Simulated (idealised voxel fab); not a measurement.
process module | voxel wiring stack
cross-section cut | 260 nm wide | cells 5 nm
A cross-section is a grid of square cells, given in bands from the top down. A band is one or more rows of cells.
Each band's line starts with the height of the band's top and of its bottom, in nm. Then come its materials from left to right, each with its width in nm. One material with "throughout" fills the band from edge to edge. "air" is empty space.
Height 0 is the level under which the wafer as received is all one material. The lowest band goes on downwards, as in "0 down".
A width such as "30 to 40" changes by the same amount from each row of cells to the next, from the band's top row to its bottom row.
"no change" after a step means that no cell of the cross-section changed.
closed voids: empty space of 8 cells or more with no open way to the top, each as width x height at its distance from the left edge, in nm
after a step's settings: what the simulator itself notes on the step
overlay nm, on a step with a mask: how far to the right of its planned place the mask lay; to the left if negative
plan
1 op RECEIVE | material Si
2 op CONFORMAL_DEP | material SiO2 | thk nm 15
3 op CONFORMAL_DEP | material SiN | thk nm 5
4 op DIRECTIONAL_DEP | material lowk | thk nm 25
5 op DIRECTIONAL_DEP | material aC | thk nm 10
6 op PATTERN | tone open | mask id METAL_1 | material resist | width nm 25 | pitch nm 40 | thk nm 30 | overlay nm 0
7 op DIRECTIONAL_ETCH | etch materials aC | depth nm 10
8 op STRIP | etch materials resist
9 op DIRECTIONAL_ETCH | etch materials lowk | depth nm 25
10 op DIRECTIONAL_ETCH | etch materials SiN | depth nm 5
11 op STRIP | etch materials aC
12 op CONFORMAL_DEP | material TiN | thk nm 5
13 op FILL_DEP | material Ru | thk nm 10
14 op CMP | height nm 45
15 op EPI | material Ru | thk nm 5
16 op FILL_DEP | material SiCN | thk nm 5
17 op DIRECTIONAL_DEP | material lowk | thk nm 30
18 op DIRECTIONAL_DEP | material aC | thk nm 10
19 op PATTERN | tone open | mask id METAL_2_HOLES | material resist | width nm 15 | pitch nm 40 | thk nm 25 | overlay nm 0
20 op DIRECTIONAL_ETCH | etch materials aC | depth nm 10
21 op STRIP | etch materials resist
22 op DIRECTIONAL_ETCH | etch materials lowk | depth nm 30
23 op STRIP | etch materials aC
24 op PATTERN | tone open | mask id METAL_2 | material resist | width nm 25 | pitch nm 40 | thk nm 15 | overlay nm 0
25 op DIRECTIONAL_ETCH | etch materials lowk | depth nm 15
26 op DIRECTIONAL_ETCH | etch materials SiCN | depth nm 5
27 op STRIP | etch materials resist
28 op CONFORMAL_DEP | material TiN | thk nm 5
29 op FILL_DEP | material Cu | thk nm 5
30 op CMP | height nm 85
31 op CONFORMAL_DEP | material SiN | thk nm 5
as received, after step 1
  0 down: Si throughout
  closed voids: none
first wafer at the end, as planned
  90 to 85: SiN throughout
  85 to 75: lowk 55 | TiN 5 | Cu 15 | TiN 5 | lowk 15 | TiN 5 | Cu 15 | TiN 5 | lowk 15 | TiN 5 | Cu 15 | TiN 5 | lowk 15 | TiN 5 | Cu 15 | TiN 5 | lowk 60
  75 to 70: lowk 55 | TiN 5 | Cu 5 | TiN 15 | lowk 15 | TiN 5 | Cu 5 | TiN 15 | lowk 15 | TiN 5 | Cu 5 | TiN 15 | lowk 15 | TiN 5 | Cu 5 | TiN 15 | lowk 60
  70 to 55: lowk 55 | TiN 5 | Cu 5 | TiN 5 | lowk 25 | TiN 5 | Cu 5 | TiN 5 | lowk 25 | TiN 5 | Cu 5 | TiN 5 | lowk 25 | TiN 5 | Cu 5 | TiN 5 | lowk 70
  55 to 50: SiCN 55 | TiN 15 | SiCN 25 | TiN 15 | SiCN 25 | TiN 15 | SiCN 25 | TiN 15 | SiCN 70
  50 to 45: SiCN 50 | Ru 35 | SiCN 5 | Ru 35 | SiCN 5 | Ru 35 | SiCN 5 | Ru 35 | SiCN 55
  45 to 20: lowk 55 | TiN 5 | Ru 15 | TiN 5 | lowk 15 | TiN 5 | Ru 15 | TiN 5 | lowk 15 | TiN 5 | Ru 15 | TiN 5 | lowk 15 | TiN 5 | Ru 15 | TiN 5 | lowk 60
  20 to 15: SiN 55 | TiN 25 | SiN 15 | TiN 25 | SiN 15 | TiN 25 | SiN 15 | TiN 25 | SiN 60
  15 to 0: SiO2 throughout
  0 down: Si throughout
  closed voids: none
second wafer at the end: like start, like plan, one mistake
  90 to 85: SiN throughout
  85 to 75: lowk 55 | TiN 5 | Cu 15 | TiN 5 | lowk 15 | TiN 5 | Cu 15 | TiN 5 | lowk 15 | TiN 5 | Cu 15 | TiN 5 | lowk 15 | TiN 5 | Cu 15 | TiN 5 | lowk 60
  75 to 70: lowk 55 | TiN 5 | Cu 5 | TiN 15 | lowk 15 | TiN 5 | Cu 5 | TiN 15 | lowk 15 | TiN 5 | Cu 5 | TiN 15 | lowk 15 | TiN 5 | Cu 5 | TiN 15 | lowk 60
  70 to 60: lowk 55 | TiN 5 | Cu 5 | TiN 5 | lowk 25 | TiN 5 | Cu 5 | TiN 5 | lowk 25 | TiN 5 | Cu 5 | TiN 5 | lowk 25 | TiN 5 | Cu 5 | TiN 5 | lowk 70
  60 to 55: lowk 55 | TiN 15 | lowk 25 | TiN 15 | lowk 25 | TiN 15 | lowk 25 | TiN 15 | lowk 70
  55 to 50: SiCN 60 | TiN 10 | SiCN 30 | TiN 10 | SiCN 30 | TiN 10 | SiCN 30 | TiN 10 | SiCN 70
  50 to 45: SiCN 50 | Ru 35 | SiCN 5 | Ru 35 | SiCN 5 | Ru 35 | SiCN 5 | Ru 35 | SiCN 55
  45 to 20: lowk 55 | TiN 5 | Ru 15 | TiN 5 | lowk 15 | TiN 5 | Ru 15 | TiN 5 | lowk 15 | TiN 5 | Ru 15 | TiN 5 | lowk 15 | TiN 5 | Ru 15 | TiN 5 | lowk 60
  20 to 15: SiN 55 | TiN 25 | SiN 15 | TiN 25 | SiN 15 | TiN 25 | SiN 15 | TiN 25 | SiN 60
  15 to 0: SiO2 throughout
  0 down: Si throughout
  closed voids: none
what went wrong: step 24 ran as: op PATTERN | tone open | mask id METAL_2 | material resist | width nm 20 | pitch nm 40 | thk nm 15 | overlay nm 0
at the end the second wafer has, in cells: 4 fewer of Cu | 4 more of SiCN
